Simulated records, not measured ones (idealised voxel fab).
process module | voxel self aligned contacts
cross-section cut | 145 nm wide | cells 5 nm
A cross-section is a grid of square cells, given in bands from the top down. A band is one or more rows of cells.
Each band's line starts with the height of the band's top and of its bottom, in nm. Then come its materials from left to right, each with its width in nm. One material with "throughout" fills the band from edge to edge. "air" is empty space.
Height 0 is the level under which the wafer as received is all one material. The lowest band goes on downwards, as in "0 down".
A width such as "30 to 40" changes by the same amount from each row of cells to the next, from the band's top row to its bottom row.
"no change" after a step means that no cell of the cross-section changed.
closed voids: empty space of 8 cells or more with no open way to the top, each as width x height at its distance from the left edge, in nm
after a step's settings: what the simulator itself notes on the step
overlay nm, on a step with a mask: how far to the right of its planned place the mask lay; to the left if negative
plan
1 op RECEIVE | material Si
2 op CONFORMAL_DEP | material SiO2 | thk nm 5
3 op DIRECTIONAL_DEP | material polySi | thk nm 20
4 op DIRECTIONAL_DEP | material SiN | thk nm 25
5 op PATTERN | tone cover | mask id GATE | material resist | width nm 20 | pitch nm 70 | thk nm 15 | overlay nm 0
6 op DIRECTIONAL_ETCH | etch materials SiN | depth nm 25
7 op DIRECTIONAL_ETCH | etch materials polySi | depth nm 20
8 op STRIP | etch materials resist
9 op CONFORMAL_DEP | material SiN | thk nm 10
10 op DIRECTIONAL_ETCH | etch materials SiN | depth nm 10
11 op FILL_DEP | material SiO2 | thk nm 15
12 op CMP | height nm 55
13 op MASKED_ETCH | tone open | mask id CONTACT | width nm 50 | etch materials SiO2 | depth nm 55 | overlay nm 0
14 op CONFORMAL_DEP | material TiN | thk nm 5
15 op FILL_DEP | material W | thk nm 10
16 op CMP | height nm 55
17 op CONFORMAL_DEP | material SiCN | thk nm 5
varied across the wafers: width nm of step 5. The plan shows the first wafer's value. All wafers start alike
first wafer as received, after step 1
  0 down: Si throughout
  closed voids: none
first wafer at the end, after step 17
  60 to 55: SiCN throughout
  55 to 50: SiO2 45 | TiN 15 | W 20 | TiN 15 | SiO2 50
  50 to 25: SiO2 15 | SiN 40 | TiN 5 | W 20 | TiN 5 | SiN 40 | SiO2 20
  25 to 5: SiO2 15 | SiN 10 | polySi 20 | SiN 10 | TiN 5 | W 20 | TiN 5 | SiN 10 | polySi 20 | SiN 10 | SiO2 20
  5 to 0: SiO2 55 | TiN 30 | SiO2 60
  0 down: Si throughout
  closed voids: none
last wafer at the end
  60 to 55: SiCN throughout
  55 to 50: SiO2 45 | TiN 50 | SiO2 50
  50 to 25: SiO2 5 | SiN 65 | TiN 5 | SiN 65 | SiO2 5
  25 to 5: SiO2 5 | SiN 10 | polySi 45 | SiN 10 | TiN 5 | SiN 10 | polySi 45 | SiN 10 | SiO2 5
  5 to 0: SiO2 70 | TiN 5 | SiO2 70
  0 down: Si throughout
  closed voids: none
each wafer at the end: cells of each material gained (+) or lost (-) since it was received, then its closed voids
width nm 20 | +29 SiCN | +112 SiN | +105 SiO2 | +30 TiN | +40 W | +32 polySi | closed voids: none
width nm 25 | +29 SiCN | +122 SiN | +97 SiO2 | +30 TiN | +30 W | +40 polySi | closed voids: none
width nm 30 | +29 SiCN | +132 SiN | +89 SiO2 | +30 TiN | +20 W | +48 polySi | closed voids: none
width nm 35 | +29 SiCN | +142 SiN | +81 SiO2 | +30 TiN | +10 W | +56 polySi | closed voids: none
width nm 40 | +29 SiCN | +152 SiN | +73 SiO2 | +30 TiN | +64 polySi | closed voids: none
width nm 45 | +29 SiCN | +162 SiN | +65 SiO2 | +20 TiN | +72 polySi | closed voids: none
